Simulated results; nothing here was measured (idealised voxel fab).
Process module under the name voxel quadruple lines
FYI the section here is cut, 230 nm wide, cells are 5 nm squares.
Heads up, the way a cross-section reads in here is a grid of square cells, handed over as bands from the top down, with every band being one or more rows of cells.
This entry defines a band. It first specifies the height of the band's top and the height of its bottom in nm, and then specifies the band's materials from left to right, stating each material with its width in nm. The word "full width" identifies a single material that fills the band from edge to edge, while the word "air" identifies empty space.
Heights from 0 (as-received wafer is one material below). Bottom band endless downward, as "top 0, no bottom".
The width entry "30 to 40" should be interpreted row by row: the top row of cells in the band takes the first number, the bottom row takes the second number, and the change between adjacent rows is uniform throughout.
When a step is marked "no modification", none of the cells in the cross-section changed during that step.
"Closed void entries": sealed empty spaces, 8 cells or more, no open way to top, listed width x height at distance, with distance from the left edge and width, height and distance in nm.
Post-settings text on a step line: simulator's own remark regarding the step.
You can add "overlay nm" to a step's line. For a step with a mask, it describes how far the mask lay to the right of its planned position, and a negative number describes a lay to the left.

## The process steps that were planned are listed below
1) RECEIVE (material Si)
2) CONFORMAL_DEP (material SiO2; thk nm 5)
3) DIRECTIONAL_DEP (material TiN; thk nm 10)
4) DIRECTIONAL_DEP (material polySi; thk nm 15)
5) DIRECTIONAL_DEP (material aC; thk nm 20)
6) PATTERN (tone cover; mask id MANDREL; material resist; width nm 25; thk nm 25; overlay nm 0)
7) DIRECTIONAL_ETCH (etch materials aC; depth nm 20)
8) STRIP (etch materials resist)
9) CONFORMAL_DEP (material SiO2; thk nm 15)
10) DIRECTIONAL_ETCH (etch materials SiO2; depth nm 15)
11) STRIP (etch materials aC)
12) DIRECTIONAL_ETCH (etch materials polySi; depth nm 15)
13) STRIP (etch materials SiO2)
14) CONFORMAL_DEP (material SiCN; thk nm 5)
15) DIRECTIONAL_ETCH (etch materials SiCN; depth nm 5)
16) STRIP (etch materials polySi)
17) DIRECTIONAL_ETCH (etch materials TiN; depth nm 10)
18) STRIP (etch materials SiCN)
19) FILL_DEP (material SiO2; thk nm 5)
20) CMP (height nm 15)

## As-received wafer cross-section (after step 1)
top 0, no bottom = Si full width
Closed void entries: none

## Post-module cross-section: identical start and plan to those above, one misstep in execution
top 15, bottom 5 = 80 of SiO2, 5 of TiN, 15 of SiO2, 5 of TiN, 15 of SiO2, 5 of TiN, 15 of SiO2, 5 of TiN, 85 of SiO2
top 5, bottom 0 = aC full width
top 0, no bottom = Si full width
Closed void entries: none
Nonconformance to the process plan: step 2 did not happen as planned, as run it was CONFORMAL_DEP (material aC; thk nm 5)
